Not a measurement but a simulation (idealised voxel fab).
Module name: voxel double patterning (process module)
FYI the section here is cut, 290 nm wide, cells are 5 nm squares.
In this document a cross-section is written as a grid of square cells. It is given as a series of bands, listed from the top down, and a band is one or more rows of cells. For a band, the entry starts with two heights in nm, that of the top and then that of the bottom, and carries on with the band's materials in order from left to right, each alongside its width in nm; the word "throughout" beside a single material means it fills the band edge to edge, and "blank" means empty space. Note: height 0 marks the level under which the wafer is uniformly one material as received. Lowest band unbounded below, written "z 0 and below". It should be noted that a width expressed as "30 to 40" varies in equal increments from row to row of cells within the band, taking the value of the first number at the top row and that of the second number at the bottom row. You'll sometimes find "nothing got changed" written for a step, and that's the way of saying that nowhere in the cross-section did a cell change during that step. "Completely sealed voids" means: voids of 8 cells or more that are shut off from the top with no open way through. Written width x height at distance, distance from the left edge, in nm. On a step's line, text after the settings is the simulator commenting on that step. You can add "overlay nm" to a step's line. For a step with a mask, it describes how far the mask lay to the right of its planned position, and a negative number describes a lay to the left.
Steps in the process plan:
1. RECEIVE | material Si
2. CONFORMAL_DEP | material SiO2 | thk nm 5
3. DIRECTIONAL_DEP | material polySi | thk nm 10
4. DIRECTIONAL_DEP | material SiCN | thk nm 5
5. PATTERN | tone open | mask id FIRST | material resist | width nm 15 | pitch nm 50 | thk nm 20 | overlay nm 0
6. DIRECTIONAL_ETCH | etch materials SiCN | depth nm 5
7. STRIP | etch materials resist
8. PATTERN | tone open | mask id SECOND | material resist | width nm 15 | thk nm 15 | overlay nm 0
9. DIRECTIONAL_ETCH | etch materials SiCN | depth nm 5
10. STRIP | etch materials resist
11. DIRECTIONAL_ETCH | etch materials polySi | depth nm 10
12. STRIP | etch materials SiCN
Here's what the wafer looked like in cross-section when it arrived - that's after step 1:
	z 0 and below: Si throughout
	Completely sealed voids: none
As-planned run: cross-section of the first of two wafers at end of module:
	z 15 to 5: polySi 110 nm, then blank 15 nm, then polySi 10 nm, then blank 15 nm, then polySi 10 nm, then blank 15 nm, then polySi 115 nm
	z 5 to 0: SiO2 throughout
	z 0 and below: Si throughout
	Completely sealed voids: none
Cross-section, wafer two of two, end of module: same start and plan as wafer one, one error in execution:
	z 15 to 5: polySi 110 nm, then blank 20 nm, then polySi 5 nm, then blank 15 nm, then polySi 10 nm, then blank 20 nm, then polySi 110 nm
	z 5 to 0: SiO2 throughout
	z 0 and below: Si throughout
	Completely sealed voids: none
Heads up, the wafer didn't run the way we planned it: step 5 was run on a setting that differed from the plan, and what really ran there is PATTERN | tone open | mask id FIRST | material resist | width nm 20 | pitch nm 50 | thk nm 20 | overlay nm 0
Wafer comparison, final, in cells, second relative to first, materials more or fewer: 4 fewer of polySi
